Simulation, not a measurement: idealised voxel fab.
This section sets out a process module, namely voxel gate over fins.
The cross-section shown here is cut; it is 170 nm wide and divided into square cells measuring 5 nm on a side.
A cross-section is written here as square cells arranged in a grid, and it is given in bands from the top down, each band taking up one or more rows of cells. Read a band's entry like this: the first values are the height of its top and the height of its bottom in nm, and what follows is the sequence of materials from left to right, each with its width in nm. Note that "air" is empty space, and that a single material marked "throughout" reaches across the band from edge to edge. We count height from 0. Below that, the starting wafer is all one material. The lowest band never ends at the bottom but goes on down; see "0 down" for how that is written. Quick explanation for "30 to 40": the width changes in equal steps down the rows of cells, from the first number in the band's top row to the second number in its bottom row. "nothing changed" -> step changed no cross-section cell. Closed-off voids of 8+ cells (no open route to the top) go in "Enclosed internal cavities", written width x height at distance from the left edge, in nm. Heads up: the bit after the settings on a step's line is the simulator's remark on that step. A step line may carry the setting "overlay nm", which, for steps involving a mask, states the distance by which the mask lay to the right of its intended position; negative values denote displacement to the left.
LIST OF PLANNED PROCESS STEPS
1,op RECEIVE | material Si
2,op CONFORMAL_DEP | material SiN | thk nm 10
3,op DIRECTIONAL_DEP | material aC | thk nm 10
4,op PATTERN | tone cover | mask id FINS | material resist | width nm 15 | pitch nm 60 | thk nm 30 | overlay nm 0
5,op DIRECTIONAL_ETCH | etch materials aC | depth nm 10
6,op STRIP | etch materials resist
7,op DIRECTIONAL_ETCH | etch materials SiN | depth nm 10
8,op DIRECTIONAL_ETCH | etch materials Si | depth nm 35
9,op STRIP | etch materials aC
10,op OXIDIZE | depth nm 5
11,op FILL_DEP | material SiO2 | thk nm 5
12,op CMP | height nm 10
13,op DIRECTIONAL_DEP | material aC | thk nm 15
14,op PATTERN | tone open | mask id RAIL | material resist | width nm 15 | thk nm 30 | overlay nm 0
15,op DIRECTIONAL_ETCH | etch materials aC | depth nm 15
16,op STRIP | etch materials resist
17,op DIRECTIONAL_ETCH | etch materials SiO2 | depth nm 40
18,op STRIP | etch materials aC
19,op CONFORMAL_DEP | material TiN | thk nm 5
20,op FILL_DEP | material Ru | thk nm 10
21,op CMP | height nm 10
22,op SELECTIVE_ETCH | etch materials W Ru TiN | depth nm 30
23,op FILL_DEP | material SiO2 | thk nm 5
24,op CMP | height nm 10
25,op SELECTIVE_ETCH | etch materials SiO2 | depth nm 25
26,op STRIP | etch materials SiN
27,op CONFORMAL_DEP | material HfO2 | thk nm 5
28,op CONFORMAL_DEP | material TiN | thk nm 5
29,op CONFORMAL_DEP | material TiAl | thk nm 5
30,op CONFORMAL_DEP | material TiN | thk nm 5
31,op FILL_DEP | material W | thk nm 15
32,op CMP | height nm 30
33,op CONFORMAL_DEP | material SiCN | thk nm 5
CROSS-SECTION OF THE WAFER AS IT CAME TO US, I.E., ALREADY THROUGH STEP 1
	0 down | Si throughout
	Enclosed internal cavities: none
A WAFER AT THE END: THIS START, THIS PLAN, ONE MISTAKE
	35 to 30 | SiCN throughout
	30 to 20 | W throughout
	20 to 15 | TiN throughout
	15 to 10 | TiAl throughout
	10 to 5 | 50 of TiN, then 5 of TiAl, then 55 of TiN, then 5 of TiAl, then 55 of TiN
	5 to 0 | 45 of HfO2, then 5 of TiN, then 5 of TiAl, then 5 of TiN, then 45 of HfO2, then 5 of TiN, then 5 of TiAl, then 5 of TiN, then 50 of HfO2
	0 to -5 | 40 of Si, then 5 of HfO2, then 5 of TiN, then 5 of TiAl, then 5 of TiN, then 5 of HfO2, then 35 of Si, then 5 of HfO2, then 5 of TiN, then 5 of TiAl, then 5 of TiN, then 5 of HfO2, then 45 of Si
	-5 to -10 | 40 of Si, then 5 of HfO2, then 15 of TiN, then 5 of HfO2, then 35 of Si, then 5 of HfO2, then 15 of TiN, then 5 of HfO2, then 45 of Si
	-10 to -15 | 40 of Si, then 25 of HfO2, then 35 of Si, then 25 of HfO2, then 45 of Si
	-15 to -40 | 40 of Si, then 25 of SiO2, then 35 of Si, then 25 of SiO2, then 45 of Si
	-40 down | Si throughout
	Enclosed internal cavities: none
So what did we get wrong on this run? step 4 was processed under conditions differing from the plan, specifically as op PATTERN | tone open | mask id FINS | material resist | width nm 15 | pitch nm 60 | thk nm 30 | overlay nm 0
